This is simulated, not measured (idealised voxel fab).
Title: Process Module voxel fin reveal
Xsec cut, 260 nm wide, square cell size 5 nm.
How to read a cross-section here: the picture is a grid of square cells, written as bands going from the top down, and any band can span one or more rows of cells. What a band's entry tells you: where the top is and where the bottom is, as heights in nm, and after that what lies inside, material by material from left to right, each with its width in nm. Empty space is written as the word "blank", and a single material marked with the word "all across" occupies the band from edge to edge. The reference from which all heights are counted is 0, the level beneath which the as-received wafer is entirely one material; the lowest band, having no lower bound, proceeds downward and is written after the example "z 0 and below". The expression "30->40" gives the width at the extremes of the band, the first number at its top row of cells and the second at its bottom row, with the width changing by equal amounts from each row to the next in between. Key: "nothing was modified" - step with no changed cell in the cross-section. In "Closed cavity list" the enclosed voids are listed, meaning empty spaces of 8 cells or larger without any opening to the top. The form is width x height at distance, distance from the left edge, units nm. Text after the settings on a step's line: the simulator's own remark on that step. overlay nm: mask right of planned place by this much (step with mask). Neg. = left.

## These are the steps we planned for the process
1: op RECEIVE | material Si
2: op CONFORMAL_DEP | material SiN | thk nm 10
3: op PATTERN | tone cover | mask id FINS | material resist | width nm 15 | pitch nm 35 | thk nm 20 | overlay nm -15
4: op DIRECTIONAL_ETCH | etch materials SiN | depth nm 10
5: op DIRECTIONAL_ETCH | etch materials Si | depth nm 30
6: op STRIP | etch materials resist
7: op OXIDIZE | depth nm 5
8: op FILL_DEP | material SiO2 | thk nm 10
9: op CMP | height nm 10
10: op SELECTIVE_ETCH | etch materials SiO2 | depth nm 25
11: op STRIP | etch materials SiN
Don't read the plan's overlay nm for step 3 as applying to every wafer: that's the first wafer's value, and the wafers differ in it, though they all start identical.

## The as-received cross-section of the first of several wafers corresponds to the state after step 1
z 0 and below  Si all across
Closed cavity list: none

## Post step 11, the closing step of the module: first of several wafers, cross-sectioned
z 0 to -15  blank: 60, then Si: 5, then blank: 30, then Si: 5, then blank: 30, then Si: 5, then blank: 30, then Si: 5, then blank: 90
z -15 to -35  SiO2: 60, then Si: 5, then SiO2: 30, then Si: 5, then SiO2: 30, then Si: 5, then SiO2: 30, then Si: 5, then SiO2: 90
z -35 and below  Si all across
Closed cavity list: none

## Module end, final wafer: cross-section
z 0 to -15  blank: 90, then Si: 5, then blank: 30, then Si: 5, then blank: 30, then Si: 5, then blank: 30, then Si: 5, then blank: 60
z -15 to -35  SiO2: 90, then Si: 5, then SiO2: 30, then Si: 5, then SiO2: 30, then Si: 5, then SiO2: 30, then Si: 5, then SiO2: 60
z -35 and below  Si all across
Closed cavity list: none

## End of module, by wafer: material-by-material cell gain (+) or loss (-) since receipt, then closed voids
overlay nm -15 | -336 Si | +192 SiO2 | Closed cavity list: none
overlay nm -10 | -336 Si | +192 SiO2 | Closed cavity list: none
overlay nm -5 | -336 Si | +192 SiO2 | Closed cavity list: none
overlay nm 0 | -336 Si | +192 SiO2 | Closed cavity list: none
overlay nm 5 | -336 Si | +192 SiO2 | Closed cavity list: none
overlay nm 10 | -336 Si | +192 SiO2 | Closed cavity list: none
overlay nm 15 | -336 Si | +192 SiO2 | Closed cavity list: none
